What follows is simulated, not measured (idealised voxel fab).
process module | voxel capacitor over wiring
cross-section cut | 150 nm wide | cells 5 nm
A cross-section is a grid of square cells, given in bands from the top down. A band is one or more rows of cells.
Each band's line starts with the height of the band's top and of its bottom, in nm. Then come its materials from left to right, each with its width in nm. One material with "throughout" fills the band from edge to edge. "air" is empty space.
Height 0 is the level under which the wafer as received is all one material. The lowest band goes on downwards, as in "0 down".
A width such as "30 to 40" changes by the same amount from each row of cells to the next, from the band's top row to its bottom row.
"no change" after a step means that no cell of the cross-section changed.
closed voids: empty space of 8 cells or more with no open way to the top, each as width x height at its distance from the left edge, in nm
after a step's settings: what the simulator itself notes on the step
overlay nm, on a step with a mask: how far to the right of its planned place the mask lay; to the left if negative
plan
1 op RECEIVE | material Si
2 op CONFORMAL_DEP | material SiO2 | thk nm 15
3 op CONFORMAL_DEP | material SiN | thk nm 5
4 op DIRECTIONAL_DEP | material lowk | thk nm 20
5 op PATTERN | tone open | mask id METAL_1 | material resist | width nm 25 | pitch nm 90 | thk nm 20 | overlay nm 0
6 op DIRECTIONAL_ETCH | etch materials lowk | depth nm 20
7 op DIRECTIONAL_ETCH | etch materials SiN | depth nm 5
8 op STRIP | etch materials resist
9 op CONFORMAL_DEP | material TiN | thk nm 5
10 op FILL_DEP | material W | thk nm 5
11 op CMP | height nm 40
12 op CONFORMAL_DEP | material SiCN | thk nm 5
13 op DIRECTIONAL_DEP | material lowk | thk nm 20
14 op DIRECTIONAL_DEP | material aC | thk nm 15
15 op PATTERN | tone open | mask id PLUG_1 | material resist | width nm 15 | thk nm 35 | overlay nm 0
16 op DIRECTIONAL_ETCH | etch materials aC | depth nm 15
17 op STRIP | etch materials resist
18 op DIRECTIONAL_ETCH | etch materials lowk | depth nm 20
19 op DIRECTIONAL_ETCH | etch materials SiCN | depth nm 5
20 op STRIP | etch materials aC
21 op EPI | material Ru | thk nm 10
22 op EPI | material Ru | thk nm 10
23 op EPI | material Ru | thk nm 5
24 op DIRECTIONAL_DEP | material TiN | thk nm 10
25 op DIRECTIONAL_DEP | material Al2O3 | thk nm 5
26 op DIRECTIONAL_DEP | material TiN | thk nm 5
27 op PATTERN | tone cover | mask id UPPER_PLATE | material resist | width nm 70 | thk nm 20 | overlay nm 0
28 op DIRECTIONAL_ETCH | etch materials TiN | depth nm 5
29 op DIRECTIONAL_ETCH | etch materials Al2O3 | depth nm 5
30 op STRIP | etch materials resist
31 op DIRECTIONAL_DEP | material aC | thk nm 10
32 op PATTERN | tone cover | mask id LOWER_PLATE | material resist | width nm 70 | thk nm 25 | overlay nm 0
33 op DIRECTIONAL_ETCH | etch materials aC | depth nm 10
34 op STRIP | etch materials resist
35 op DIRECTIONAL_ETCH | etch materials TiN | depth nm 10
36 op STRIP | etch materials aC
37 op FILL_DEP | material SiO2 | thk nm 20
38 op CMP | height nm 100
39 op DIRECTIONAL_DEP | material aC | thk nm 15
40 op PATTERN | tone open | mask id PLUG_2 | material resist | width nm 15 | thk nm 30 | overlay nm 0
41 op DIRECTIONAL_ETCH | etch materials aC | depth nm 15
42 op STRIP | etch materials resist
43 op DIRECTIONAL_ETCH | etch materials SiO2 | depth nm 15
44 op STRIP | etch materials aC
45 op CONFORMAL_DEP | material TiN | thk nm 5
46 op FILL_DEP | material Cu | thk nm 10
47 op CMP | height nm 100
48 op CONFORMAL_DEP | material SiCN | thk nm 5
varied across the wafers: width nm of step 32. The plan shows the first wafer's value. All wafers start alike
first wafer as received, after step 1
  0 down: Si throughout
  closed voids: none
first wafer at the end, after step 48
  105 to 100: SiCN throughout
  100 to 90: SiO2 35 | TiN 5 | Cu 5 | TiN 5 | SiO2 100
  90 to 80: SiO2 35 to 25 | TiN 15 to 70 | SiO2 100 to 55
  80 to 75: SiO2 25 | Al2O3 70 | SiO2 55
  75 to 65: SiO2 25 | TiN 70 | SiO2 55
  65 to 45: lowk 25 | Ru 15 | lowk 110
  45 to 40: SiCN 25 | Ru 15 | SiCN 110
  40 to 20: lowk 15 | TiN 5 | W 15 | TiN 5 | lowk 65 | TiN 5 | W 15 | TiN 5 | lowk 20
  20 to 15: SiN 15 | TiN 25 | SiN 65 | TiN 25 | SiN 20
  15 to 0: SiO2 throughout
  0 down: Si throughout
  closed voids: none
last wafer at the end
  105 to 100: SiCN throughout
  100 to 90: SiO2 35 | TiN 5 | Cu 5 | TiN 5 | SiO2 100
  90 to 80: SiO2 35 to 25 | TiN 15 to 70 | SiO2 100 to 55
  80 to 75: SiO2 25 | Al2O3 70 | SiO2 55
  75 to 65: SiO2 15 | TiN 95 | SiO2 40
  65 to 45: lowk 25 | Ru 15 | lowk 110
  45 to 40: SiCN 25 | Ru 15 | SiCN 110
  40 to 20: lowk 15 | TiN 5 | W 15 | TiN 5 | lowk 65 | TiN 5 | W 15 | TiN 5 | lowk 20
  20 to 15: SiN 15 | TiN 25 | SiN 65 | TiN 25 | SiN 20
  15 to 0: SiO2 throughout
  0 down: Si throughout
  closed voids: none
each wafer at the end: cells of each material gained (+) or lost (-) since it was received, then its closed voids
width nm 70 | +14 Al2O3 | +2 Cu | +15 Ru | +57 SiCN | +20 SiN | +235 SiO2 | +75 TiN | +24 W | +188 lowk | closed voids: none
width nm 75 | +14 Al2O3 | +2 Cu | +15 Ru | +57 SiCN | +20 SiN | +233 SiO2 | +77 TiN | +24 W | +188 lowk | closed voids: none
width nm 80 | +14 Al2O3 | +2 Cu | +15 Ru | +57 SiCN | +20 SiN | +231 SiO2 | +79 TiN | +24 W | +188 lowk | closed voids: none
width nm 85 | +14 Al2O3 | +2 Cu | +15 Ru | +57 SiCN | +20 SiN | +229 SiO2 | +81 TiN | +24 W | +188 lowk | closed voids: none
width nm 90 | +14 Al2O3 | +2 Cu | +15 Ru | +57 SiCN | +20 SiN | +227 SiO2 | +83 TiN | +24 W | +188 lowk | closed voids: none
width nm 95 | +14 Al2O3 | +2 Cu | +15 Ru | +57 SiCN | +20 SiN | +225 SiO2 | +85 TiN | +24 W | +188 lowk | closed voids: none
